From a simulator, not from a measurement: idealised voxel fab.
Process module in this document: voxel transistor to metal
Shown is cross-section cut, with a width of 185 nm and square cells of size 5 nm.
If you're reading a cross-section in this doc, picture square cells in a grid; it comes to you as bands, top ones listed first down to the bottom, and a band can be one or more rows of cells.
Band: top and bottom heights (nm) first, top before bottom; then materials from left to right, widths in nm. "everywhere" marks a sole material filling the band edge to edge. "empty" denotes empty space.
Height reference: 0 = level under which incoming wafer is all one material. Lowest band: no bottom, runs on downward, e.g. "top 0, no bottom".
Quick explanation for "30..40": the width changes in equal steps down the rows of cells, from the first number in the band's top row to the second number in its bottom row.
"same as before" -> step changed no cross-section cell.
Empty spaces without an open route to the top, at least 8 cells in extent, make up the entry "Closed internal cavities"; each is given as width x height at distance, where the distance is measured from the left edge, and all are in nm.
Text after the settings on a step's line: the simulator's own remark on that step.
overlay nm: mask right of planned place by this much (step with mask). Neg. = left.

### List of planned process steps
- 1: op RECEIVE | material Si
- 2: op OXIDIZE | depth nm 5
- 3: op CONFORMAL_DEP | material SiN | thk nm 10
- 4: op DIRECTIONAL_DEP | material aC | thk nm 10
- 5: op PATTERN | tone cover | mask id ACTIVE | material resist | width nm 95 | thk nm 30 | overlay nm 0
- 6: op DIRECTIONAL_ETCH | etch materials aC | depth nm 10
- 7: op STRIP | etch materials resist
- 8: op DIRECTIONAL_ETCH | etch materials SiN | depth nm 10
- 9: op DIRECTIONAL_ETCH | etch materials SiO2 | depth nm 5
- 10: op DIRECTIONAL_ETCH | etch materials Si | depth nm 25
- 11: op STRIP | etch materials aC
- 12: op FILL_DEP | material SiO2 | thk nm 10
- 13: op CMP | height nm 10
- 14: op SELECTIVE_ETCH | etch materials SiO2 | depth nm 5
- 15: op STRIP | etch materials SiN
- 16: op SELECTIVE_ETCH | etch materials SiO2 | depth nm 5
- 17: op OXIDIZE | depth nm 5
- 18: op DIRECTIONAL_DEP | material polySi | thk nm 20
- 19: op DIRECTIONAL_DEP | material SiCN | thk nm 15
- 20: op DIRECTIONAL_DEP | material aC | thk nm 10
- 21: op PATTERN | tone cover | mask id GATE | material resist | width nm 25 | thk nm 30 | overlay nm 0
- 22: op DIRECTIONAL_ETCH | etch materials aC | depth nm 10
- 23: op STRIP | etch materials resist
- 24: op DIRECTIONAL_ETCH | etch materials SiCN | depth nm 25
- 25: op DIRECTIONAL_ETCH | etch materials polySi | depth nm 30
- 26: op STRIP | etch materials aC
- 27: op CONFORMAL_DEP | material SiN | thk nm 10
- 28: op DIRECTIONAL_ETCH | etch materials SiN | depth nm 10
- 29: op DIRECTIONAL_ETCH | etch materials SiO2 | depth nm 5
- 30: op EPI | material nSi | thk nm 5
- 31: op FILL_DEP | material SiO2 | thk nm 5
- 32: op CMP | height nm 15
- 33: op STRIP | etch materials polySi
- 34: op SELECTIVE_ETCH | etch materials SiO2 | depth nm 5
- 35: op CONFORMAL_DEP | material HfO2 | thk nm 5
- 36: op CONFORMAL_DEP | material TiN | thk nm 5
- 37: op FILL_DEP | material W | thk nm 10
- 38: op CMP | height nm 10
- 39: op DIRECTIONAL_DEP | material SiO2 | thk nm 15
- 40: op DIRECTIONAL_DEP | material aC | thk nm 10
- 41: op PATTERN | tone open | mask id CONTACT | material resist | width nm 15 | pitch nm 70 | thk nm 30 | overlay nm 0
- 42: op DIRECTIONAL_ETCH | etch materials aC | depth nm 10
- 43: op STRIP | etch materials resist
- 44: op DIRECTIONAL_ETCH | etch materials SiO2 | depth nm 30
- 45: op STRIP | etch materials aC
- 46: op CONFORMAL_DEP | material TiN | thk nm 5
- 47: op FILL_DEP | material W | thk nm 5
- 48: op CMP | height nm 25
- 49: op DIRECTIONAL_DEP | material TiN | thk nm 5
- 50: op DIRECTIONAL_DEP | material W | thk nm 15
- 51: op DIRECTIONAL_DEP | material aC | thk nm 15
- 52: op PATTERN | tone cover | mask id METAL_1 | material resist | width nm 15 | pitch nm 70 | thk nm 35 | overlay nm 0
- 53: op DIRECTIONAL_ETCH | etch materials aC | depth nm 15
- 54: op STRIP | etch materials resist
- 55: op DIRECTIONAL_ETCH | etch materials W | depth nm 15
- 56: op DIRECTIONAL_ETCH | etch materials TiN | depth nm 5
- 57: op STRIP | etch materials aC
- 58: op FILL_DEP | material lowk | thk nm 10
- 59: op CMP | height nm 45
- 60: op CONFORMAL_DEP | material SiCN | thk nm 5
- 61: op DIRECTIONAL_DEP | material SiO2 | thk nm 35
- 62: op PATTERN | tone open | mask id METAL_2 | material resist | width nm 15 | pitch nm 70 | thk nm 20 | overlay nm 0
- 63: op DIRECTIONAL_ETCH | etch materials SiO2 | depth nm 20
- 64: op STRIP | etch materials resist
- 65: op MASKED_ETCH | tone open | mask id METAL_2_HOLES | width nm 15 | pitch nm 70 | etch materials SiO2 | depth nm 15 | overlay nm 0
- 66: op MASKED_ETCH | tone open | mask id METAL_2_HOLES | width nm 15 | pitch nm 70 | etch materials SiCN | depth nm 5 | overlay nm 0
- 67: op CONFORMAL_DEP | material TiN | thk nm 5
- 68: op FILL_DEP | material Cu | thk nm 10
- 69: op CMP | height nm 85
- 70: op CONFORMAL_DEP | material SiCN | thk nm 5

### Cross-section: wafer on arrival = after step 1
  top 0, no bottom: Si everywhere
  Closed internal cavities: none

### Same starting wafer, same plan as above, one mistake in the execution; this is the cross-section at the end of the module
  top 90, bottom 85: SiCN everywhere
  top 85, bottom 75: Cu everywhere
  top 75, bottom 70: 55 TiN, then 5 Cu, then 65 TiN, then 5 Cu, then 55 TiN
  top 70, bottom 65: 50 SiO2, then 15 TiN, then 55 SiO2, then 15 TiN, then 50 SiO2
  top 65, bottom 50: SiO2 everywhere
  top 50, bottom 45: SiCN everywhere
  top 45, bottom 30: 50 lowk, then 15 W, then 55 lowk, then 15 W, then 50 lowk
  top 30, bottom 25: 50 lowk, then 15 TiN, then 55 lowk, then 15 TiN, then 50 lowk
  top 25, bottom 10: 50 SiO2, then 5 TiN, then 5 W, then 5 TiN, then 55 SiO2, then 5 TiN, then 5 W, then 5 TiN, then 50 SiO2
  top 10, bottom 0: 50 SiO2, then 5 TiN, then 5 W, then 5 TiN, then 5 SiO2, then 10 SiN, then 5 HfO2, then 5 TiN, then 5 W, then 5 TiN, then 5 HfO2, then 10 SiN, then 5 SiO2, then 5 TiN, then 5 W, then 5 TiN, then 50 SiO2
  top 0, bottom -5: 40 SiO2, then 10 SiN, then 15 TiN, then 5 SiO2, then 10 SiN, then 5 HfO2, then 15 TiN, then 5 HfO2, then 10 SiN, then 5 SiO2, then 15 TiN, then 10 SiN, then 40 SiO2
  top -5, bottom -10: 50 SiO2, then 20 nSi, then 5 SiO2, then 35 HfO2, then 5 SiO2, then 20 nSi, then 50 SiO2
  top -10, bottom -30: 45 SiO2, then 95 Si, then 45 SiO2
  top -30, no bottom: Si everywhere
  Closed internal cavities: none
Finding, execution versus plan: step 65 went in with a setting other than planned; the actual run was op MASKED_ETCH | tone cover | mask id METAL_2_HOLES | width nm 15 | pitch nm 70 | etch materials SiO2 | depth nm 15 | overlay nm 0
